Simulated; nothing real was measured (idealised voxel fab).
Process module, titled voxel released beams
Shown is cross-section cut, with a width of 295 nm and square cells of size 5 nm.
How to read a cross-section here: the picture is a grid of square cells, written as bands going from the top down, and any band can span one or more rows of cells. A band entry consists of two parts. The first gives the height of the band's top and the height of its bottom, in nm. The rest lists the band's materials from left to right, each with its width in nm. A single material labelled with the word "throughout" fills the band from edge to edge, and the word "empty" marks empty space. Height datum 0, below which the as-received substrate wafer is one material. Lowest band open at the bottom, running downward: "0..down". Width spec "30..40" -> top row of cells at first value, bottom row at second value, equal per-row change in between. Reading "no alteration" for a step: not a cell of the cross-section changed in it. "Completely enclosed voids" contains a list of empty spaces, each no smaller than 8 cells and without an open way to the top, written in the form width x height at distance with the distance from the left edge and all three in nm. Where a step's line continues beyond its settings, the continuation is a remark by the simulator itself on that step. What "overlay nm" on a step's line means: if the step has a mask, that mask lay this far to the right of its planned place, or, when the value is negative, to the left.

## Process steps (planned)
| 1 | RECEIVE | material Si |
| 2 | CONFORMAL_DEP | material SiN | thk nm 5 |
| 3 | DIRECTIONAL_DEP | material SiO2 | thk nm 15 |
| 4 | PATTERN | tone open | mask id ANCHOR | material resist | width nm 35 | thk nm 15 | overlay nm 0 |
| 5 | DIRECTIONAL_ETCH | etch materials SiO2 | depth nm 15 |
| 6 | STRIP | etch materials resist |
| 7 | CONFORMAL_DEP | material polySi | thk nm 15 |
| 8 | DIRECTIONAL_DEP | material aC | thk nm 15 |
| 9 | PATTERN | tone cover | mask id BEAM | material resist | width nm 110 | thk nm 35 | overlay nm 0 |
| 10 | DIRECTIONAL_ETCH | etch materials aC | depth nm 15 |
| 11 | STRIP | etch materials resist |
| 12 | DIRECTIONAL_ETCH | etch materials polySi | depth nm 15 |
| 13 | STRIP | etch materials aC |
| 14 | STRIP | etch materials SiO2 |

## First wafer out of two, processed as planned

## Delivered wafer in cross-section: state after step 1
    0..down: Si throughout
    Completely enclosed voids: none

## State of the wafer after step 2, shown in cross-section
    5..0: SiN throughout
    At heights below 0, the structure remains unaltered.

## State of the wafer after step 3, shown in cross-section
    20..5: SiO2 throughout
    At heights below 5, the structure remains unaltered.

## State of the wafer after step 4, shown in cross-section
    35..20: 95 resist  35 empty  165 resist
    At heights below 20, the structure remains unaltered.

## State of the wafer after step 5, shown in cross-section
    35..20: 95 resist  35 empty  165 resist
    20..5: 95 SiO2  35 empty  165 SiO2
    At heights below 5, the structure remains unaltered.

## State of the wafer after step 6, shown in cross-section
    20..5: 95 SiO2  35 empty  165 SiO2
    At heights below 5, the structure remains unaltered.

## State of the wafer after step 7, shown in cross-section
    35..20: 110 polySi  5 empty  180 polySi
    20..5: 95 SiO2  35 polySi  165 SiO2
    At heights below 5, the structure remains unaltered.

## State of the wafer after step 8, shown in cross-section
    50..35: 110 aC  5 empty  180 aC
    35..20: 110 polySi  5 aC  180 polySi
    At heights below 20, the structure remains unaltered.

## State of the wafer after step 9, shown in cross-section
    85..50: 90 empty  110 resist  95 empty
    50..35: 110 aC  5 resist  180 aC
    At heights below 35, the structure remains unaltered.

## State of the wafer after step 10, shown in cross-section
    70..50: 90 empty  110 resist  95 empty
    50..35: 90 empty  20 aC  5 resist  85 aC  95 empty
    At heights below 35, the structure remains unaltered.

## State of the wafer after step 11, shown in cross-section
    50..35: 90 empty  20 aC  5 empty  85 aC  95 empty
    At heights below 35, the structure remains unaltered.

## State of the wafer after step 12, shown in cross-section
    50..35: 90 empty  20 aC  5 empty  85 aC  95 empty
    35..20: 90 empty  20 polySi  5 aC  85 polySi  95 empty
    At heights below 20, the structure remains unaltered.

## State of the wafer after step 13, shown in cross-section
    35..20: 90 empty  20 polySi  5 empty  85 polySi  95 empty
    At heights below 20, the structure remains unaltered.

## State of the wafer after step 14, shown in cross-section
    35..20: 90 empty  20 polySi  5 empty  85 polySi  95 empty
    20..5: 95 empty  35 polySi  165 empty
    At heights below 5, the structure remains unaltered.

## Second wafer - shared start and plan with the first - one error in running - same as the first up to step 6 inclusive

## Cross-sectional representation of the second wafer at the time designated in the plan for the completion of step 7
    30..20: 105 polySi  15 empty  175 polySi
    20..15: 95 SiO2  10 polySi  15 empty  10 polySi  165 SiO2
    15..5: 95 SiO2  35 polySi  165 SiO2
    At heights below 5, the structure remains unaltered.

## Cross-sectional representation of the second wafer at the time designated in the plan for the completion of step 8
    45..30: 105 aC  15 empty  175 aC
    30..20: 105 polySi  15 aC  175 polySi
    20..15: 95 SiO2  10 polySi  15 aC  10 polySi  165 SiO2
    At heights below 15, the structure remains unaltered.

## Cross-sectional representation of the second wafer at the time designated in the plan for the completion of step 9
    80..45: 90 empty  110 resist  95 empty
    45..30: 105 aC  15 resist  175 aC
    At heights below 30, the structure remains unaltered.

## Cross-sectional representation of the second wafer at the time designated in the plan for the completion of step 10
    65..45: 90 empty  110 resist  95 empty
    45..30: 90 empty  15 aC  15 resist  80 aC  95 empty
    At heights below 30, the structure remains unaltered.

## Cross-sectional representation of the second wafer at the time designated in the plan for the completion of step 11
    45..30: 90 empty  15 aC  15 empty  80 aC  95 empty
    At heights below 30, the structure remains unaltered.

## Cross-sectional representation of the second wafer at the time designated in the plan for the completion of step 12
    45..30: 90 empty  15 aC  15 empty  80 aC  95 empty
    30..20: 90 empty  15 polySi  15 aC  80 polySi  95 empty
    At heights below 20, the structure remains unaltered.

## Cross-sectional representation of the second wafer at the time designated in the plan for the completion of step 13
    30..20: 90 empty  15 polySi  15 empty  80 polySi  95 empty
    20..15: 95 SiO2  10 polySi  15 empty  10 polySi  165 SiO2
    At heights below 15, the structure remains unaltered.

## Cross-sectional representation of the second wafer at the time designated in the plan for the completion of step 14
    30..20: 90 empty  15 polySi  15 empty  80 polySi  95 empty
    20..15: 95 empty  10 polySi  15 empty  10 polySi  165 empty
    15..5: 95 empty  35 polySi  165 empty
    At heights below 5, the structure remains unaltered.
Against the plan, the run slipped here: step 7 was not run as planned; what actually ran was CONFORMAL_DEP | material polySi | thk nm 10
Per the end-of-run cell counts, the second wafer holds more or fewer of some materials than the first: polySi -28
